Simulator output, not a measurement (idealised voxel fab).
This is a process module. Its name is voxel capacitor over wiring.
Square cell edge 5 nm, section width 255 nm, ID cut.
A cross-section is a grid of square cells, given in bands from the top down. A band is one or more rows of cells.
A band entry consists of two parts. The first gives the height of the band's top and the height of its bottom, in nm. The rest lists the band's materials from left to right, each with its width in nm. A single material labelled with the word "full width" fills the band from edge to edge, and the word "air" marks empty space.
All heights in this document are referenced to 0, defined as the level beneath which the wafer, as received, consists entirely of one material. The lowest band is not bounded below; it extends indefinitely downward and is written in the form "0 nm and below".
Read "30..40" as a graded width: first number on top, second number at the bottom, same change between each pair of neighbouring rows.
Basically "stayed the same" means that step didn't change any cell in the cross-section.
What "Enclosed cavities" gives you is every empty space of 8 cells or more that is cut off from the top. Each appears as width x height at distance, with the distance taken from the left edge and width, height and distance all in nm.
Read whatever lies past the settings on a step's line as the simulator's own remark about the step.
If you see "overlay nm" on a step's line and that step has a mask, it's telling you how far right of where it was planned the mask ended up; a negative number means it went left instead.

# Here's what the planned process steps look like
1) RECEIVE (material Si)
2) CONFORMAL_DEP (material SiO2; thk nm 15)
3) DIRECTIONAL_DEP (material TiN; thk nm 5)
4) DIRECTIONAL_DEP (material Ru; thk nm 15)
5) PATTERN (tone cover; mask id METAL_1; material resist; width nm 30; pitch nm 95; thk nm 15; overlay nm 0)
6) DIRECTIONAL_ETCH (etch materials Ru; depth nm 15)
7) DIRECTIONAL_ETCH (etch materials TiN; depth nm 5)
8) STRIP (etch materials resist)
9) FILL_DEP (material lowk; thk nm 5)
10) CMP (height nm 35)
11) CONFORMAL_DEP (material SiCN; thk nm 5)
12) DIRECTIONAL_DEP (material SiO2; thk nm 10)
13) MASKED_ETCH (tone open; mask id PLUG_1; width nm 15; etch materials SiO2; depth nm 10; overlay nm 0)
14) MASKED_ETCH (tone open; mask id PLUG_1; width nm 15; etch materials SiCN; depth nm 5; overlay nm 0)
15) EPI (material Ru; thk nm 10)
16) EPI (material Ru; thk nm 5)
17) DIRECTIONAL_DEP (material TiN; thk nm 5)
18) DIRECTIONAL_DEP (material HfO2; thk nm 5)
19) DIRECTIONAL_DEP (material TiN; thk nm 5)
20) DIRECTIONAL_DEP (material aC; thk nm 10)
21) PATTERN (tone cover; mask id UPPER_PLATE; material resist; width nm 70; thk nm 25; overlay nm 0)
22) DIRECTIONAL_ETCH (etch materials aC; depth nm 10)
23) STRIP (etch materials resist)
24) DIRECTIONAL_ETCH (etch materials TiN; depth nm 5)
25) DIRECTIONAL_ETCH (etch materials HfO2; depth nm 5)
26) STRIP (etch materials aC)
27) PATTERN (tone cover; mask id LOWER_PLATE; material resist; width nm 80; thk nm 15; overlay nm 0)
28) DIRECTIONAL_ETCH (etch materials TiN; depth nm 5)
29) STRIP (etch materials resist)
30) FILL_DEP (material SiO2; thk nm 15)
31) CMP (height nm 75)
32) PATTERN (tone open; mask id PLUG_2; material resist; width nm 15; thk nm 15; overlay nm 0)
33) DIRECTIONAL_ETCH (etch materials SiO2; depth nm 10)
34) STRIP (etch materials resist)
35) CONFORMAL_DEP (material TiN; thk nm 5)
36) FILL_DEP (material Cu; thk nm 10)
37) CMP (height nm 75)
38) CONFORMAL_DEP (material SiCN; thk nm 5)

# The cross-section here shows the wafer as received, i.e. in its state after step 1
- 0 nm and below: Si full width
- Enclosed cavities: none

# End-of-module XS, first of two wafers, run as planned
- 80 nm to 75 nm: SiCN full width
- 75 nm to 70 nm: 90 SiO2, then 5 TiN, then 5 Cu, then 5 TiN, then 150 SiO2
- 70 nm to 60 nm: 90..80 SiO2, then 15..70 TiN, then 150..105 SiO2
- 60 nm to 55 nm: 80 SiO2, then 70 HfO2, then 105 SiO2
- 55 nm to 50 nm: 75 SiO2, then 80 TiN, then 100 SiO2
- 50 nm to 40 nm: 80 SiO2, then 15 Ru, then 160 SiO2
- 40 nm to 35 nm: 80 SiCN, then 15 Ru, then 160 SiCN
- 35 nm to 20 nm: 65 lowk, then 30 Ru, then 65 lowk, then 30 Ru, then 65 lowk
- 20 nm to 15 nm: 65 lowk, then 30 TiN, then 65 lowk, then 30 TiN, then 65 lowk
- 15 nm to 0 nm: SiO2 full width
- 0 nm and below: Si full width
- Enclosed cavities: none

# Wafer two, sectioned after the module: the first wafer's start, the first wafer's plan, and one mistake in how it was run
- 80 nm to 75 nm: SiCN full width
- 75 nm to 70 nm: 95 TiN, then 5 Cu, then 155 TiN
- 70 nm to 60 nm: 90..80 SiO2, then 15..70 TiN, then 150..105 SiO2
- 60 nm to 55 nm: 80 SiO2, then 70 HfO2, then 105 SiO2
- 55 nm to 50 nm: 75 SiO2, then 80 TiN, then 100 SiO2
- 50 nm to 40 nm: 80 SiO2, then 15 Ru, then 160 SiO2
- 40 nm to 35 nm: 80 SiCN, then 15 Ru, then 160 SiCN
- 35 nm to 20 nm: 65 lowk, then 30 Ru, then 65 lowk, then 30 Ru, then 65 lowk
- 20 nm to 15 nm: 65 lowk, then 30 TiN, then 65 lowk, then 30 TiN, then 65 lowk
- 15 nm to 0 nm: SiO2 full width
- 0 nm and below: Si full width
- Enclosed cavities: none
Want to know what went wrong? the process deviated at step 31: the operation and settings actually run there were CMP (height nm 70)
Final difference in cells, second wafer against first, listed per material as more or fewer: -48 SiO2; +48 TiN
